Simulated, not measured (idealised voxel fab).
Process module heading - voxel capacitor over wiring
Shown is cross-section cut, with a width of 195 nm and square cells of size 5 nm.
This document writes a cross-section as a grid whose cells are square, and gives it as bands, listed from the top down; one or more rows of cells form a band.
Quick guide to a band line: top height, bottom height (nm) up front; then every material left to right with its width in nm. Only one material and it's marked "full width"? Then it fills the band edge to edge. And "air" just means empty space.
Convention: height 0 is the level below which the wafer, as received, is all one material. The lowest band does not terminate at the bottom but continues downward, represented as "from 0 down".
A two-number width, for instance "30 to 40", indicates that the width is equal to the first number in the top row of the band and to the second number in the bottom row, and that it changes by a constant amount per row of cells.
"changes: none" for a step: no cell of the cross-section changed in that step.
The list in "Cavities, sealed" covers empty spaces of 8 cells or more that cannot reach the top through any open way, and it gives each as width x height at distance; the distance is from the left edge, and width, height and distance are in nm.
The remark found on a step's line after its settings is issued by the simulator itself and pertains to that step.
overlay nm: mask offset rightward from planned place, masked step; negative means leftward offset.
-- Steps in the process plan
| 1 | RECEIVE | material Si |
| 2 | CONFORMAL_DEP | material SiO2 | thk nm 10 |
| 3 | DIRECTIONAL_DEP | material TiN | thk nm 5 |
| 4 | DIRECTIONAL_DEP | material W | thk nm 25 |
| 5 | PATTERN | tone cover | mask id METAL_1 | material resist | width nm 25 | pitch nm 90 | thk nm 15 | overlay nm 0 |
| 6 | DIRECTIONAL_ETCH | etch materials W | depth nm 25 |
| 7 | DIRECTIONAL_ETCH | etch materials TiN | depth nm 5 |
| 8 | STRIP | etch materials resist |
| 9 | CONFORMAL_DEP | material SiN | thk nm 5 |
| 10 | FILL_DEP | material SiO2 | thk nm 5 |
| 11 | CMP | height nm 40 |
| 12 | CONFORMAL_DEP | material SiCN | thk nm 5 |
| 13 | DIRECTIONAL_DEP | material SiO2 | thk nm 20 |
| 14 | DIRECTIONAL_DEP | material aC | thk nm 15 |
| 15 | PATTERN | tone open | mask id PLUG_1 | material resist | width nm 15 | thk nm 35 | overlay nm 0 |
| 16 | DIRECTIONAL_ETCH | etch materials aC | depth nm 15 |
| 17 | STRIP | etch materials resist |
| 18 | DIRECTIONAL_ETCH | etch materials SiO2 | depth nm 20 |
| 19 | DIRECTIONAL_ETCH | etch materials SiCN | depth nm 5 |
| 20 | STRIP | etch materials aC |
| 21 | EPI | material Ru | thk nm 10 |
| 22 | EPI | material Ru | thk nm 10 |
| 23 | EPI | material Ru | thk nm 5 |
| 24 | DIRECTIONAL_DEP | material TiN | thk nm 5 |
| 25 | DIRECTIONAL_DEP | material Al2O3 | thk nm 5 |
| 26 | DIRECTIONAL_DEP | material TiN | thk nm 10 |
| 27 | MASKED_ETCH | tone cover | mask id UPPER_PLATE | width nm 70 | etch materials TiN | depth nm 10 | overlay nm 0 |
| 28 | MASKED_ETCH | tone cover | mask id UPPER_PLATE | width nm 70 | etch materials Al2O3 | depth nm 5 | overlay nm 0 |
| 29 | MASKED_ETCH | tone cover | mask id LOWER_PLATE | width nm 80 | etch materials TiN | depth nm 5 | overlay nm 0 |
| 30 | FILL_DEP | material SiO2 | thk nm 20 |
| 31 | CMP | height nm 100 |
| 32 | MASKED_ETCH | tone open | mask id PLUG_2 | width nm 15 | etch materials SiO2 | depth nm 15 | overlay nm 0 |
| 33 | CONFORMAL_DEP | material TiN | thk nm 5 |
| 34 | FILL_DEP | material Ru | thk nm 5 |
| 35 | CMP | height nm 100 |
| 36 | CONFORMAL_DEP | material SiCN | thk nm 5 |
-- Received-state cross-section, reflecting completion of step 1
> from 0 down = Si full width
> Cavities, sealed: none
-- First of two wafers: cross-section at end of module, run per plan
> from 105 to 100 = SiCN full width
> from 100 to 90 = 60 of SiO2, 5 of TiN, 5 of Ru, 5 of TiN, 120 of SiO2
> from 90 to 85 = 60 of SiO2, 15 of TiN, 120 of SiO2
> from 85 to 75 = 50 of SiO2, 70 of TiN, 75 of SiO2
> from 75 to 70 = 50 of SiO2, 70 of Al2O3, 75 of SiO2
> from 70 to 65 = 45 of SiO2, 80 of TiN, 70 of SiO2
> from 65 to 45 = 50 of SiO2, 15 of Ru, 130 of SiO2
> from 45 to 40 = 50 of SiCN, 15 of Ru, 130 of SiCN
> from 40 to 15 = 35 of SiO2, 5 of SiN, 25 of W, 5 of SiN, 55 of SiO2, 5 of SiN, 25 of W, 5 of SiN, 35 of SiO2
> from 15 to 10 = 40 of SiN, 25 of TiN, 65 of SiN, 25 of TiN, 40 of SiN
> from 10 to 0 = SiO2 full width
> from 0 down = Si full width
> Cavities, sealed: none
-- second wafer at the end: like start, like plan, one mistake
> from 105 to 100 = SiCN full width
> from 100 to 90 = 60 of SiO2, 5 of TiN, 5 of Ru, 5 of TiN, 120 of SiO2
> from 90 to 85 = 60 of SiO2, 15 of TiN, 120 of SiO2
> from 85 to 75 = 65 of SiO2, 55 of TiN, 75 of SiO2
> from 75 to 70 = 65 of SiO2, 55 of Al2O3, 75 of SiO2
> from 70 to 65 = 45 of SiO2, 5 of TiN, 15 of SiO2, 60 of TiN, 70 of SiO2
> from 65 to 60 = SiO2 full width
> from 60 to 50 = 50 of SiO2, 15 of TiN, 130 of SiO2
> from 50 to 45 = 50 of SiO2, 15 of Al2O3, 130 of SiO2
> from 45 to 40 = 50 of SiCN, 15 of TiN, 130 of SiCN
> from 40 to 15 = 40 of W, 5 of SiN, 15 of SiO2, 5 of SiN, 65 of W, 5 of SiN, 15 of SiO2, 5 of SiN, 40 of W
> from 15 to 10 = 40 of TiN, 25 of SiN, 65 of TiN, 25 of SiN, 40 of TiN
> from 10 to 0 = SiO2 full width
> from 0 down = Si full width
> Cavities, sealed: none
Short version of what went wrong: step 5 was run on a setting that differed from the plan, and what really ran there is PATTERN | tone open | mask id METAL_1 | material resist | width nm 25 | pitch nm 90 | thk nm 15 | overlay nm 0
Count the cells at the end and the second wafer has more or fewer of some materials than the first: Ru -15 | SiN -19 | SiO2 -80 | TiN +19 | W +95
